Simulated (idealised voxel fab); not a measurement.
process module | voxel spacer lines
cross-section cut | 250 nm wide | cells 5 nm
A cross-section is a grid of square cells, given in bands from the top down. A band is one or more rows of cells.
Each band's line starts with the height of the band's top and of its bottom, in nm. Then come its materials from left to right, each with its width in nm. One material with "throughout" fills the band from edge to edge. "air" is empty space.
Height 0 is the level under which the wafer as received is all one material. The lowest band goes on downwards, as in "0 down".
A width such as "30 to 40" changes by the same amount from each row of cells to the next, from the band's top row to its bottom row.
"no change" after a step means that no cell of the cross-section changed.
closed voids: empty space of 8 cells or more with no open way to the top, each as width x height at its distance from the left edge, in nm
after a step's settings: what the simulator itself notes on the step
overlay nm, on a step with a mask: how far to the right of its planned place the mask lay; to the left if negative
plan
1 op RECEIVE | material Si
2 op CONFORMAL_DEP | material Al2O3 | thk nm 5
3 op DIRECTIONAL_DEP | material SiN | thk nm 10
4 op DIRECTIONAL_DEP | material aC | thk nm 20
5 op PATTERN | tone cover | mask id MANDREL | material resist | width nm 15 | pitch nm 50 | thk nm 30 | overlay nm 0
6 op DIRECTIONAL_ETCH | etch materials aC | depth nm 20
7 op STRIP | etch materials resist
8 op CONFORMAL_DEP | material SiO2 | thk nm 10
9 op DIRECTIONAL_ETCH | etch materials SiO2 | depth nm 10
10 op STRIP | etch materials aC
11 op DIRECTIONAL_ETCH | etch materials SiN | depth nm 10
12 op STRIP | etch materials SiO2
13 op FILL_DEP | material SiO2 | thk nm 10
14 op CMP | height nm 15
as received, after step 1
  0 down: Si throughout
  closed voids: none
a wafer at the end: this start, this plan, one mistake
  15 to 5: aC throughout
  5 to 0: Al2O3 throughout
  0 down: Si throughout
  closed voids: none
what went wrong: steps 3 and 4 were swapped
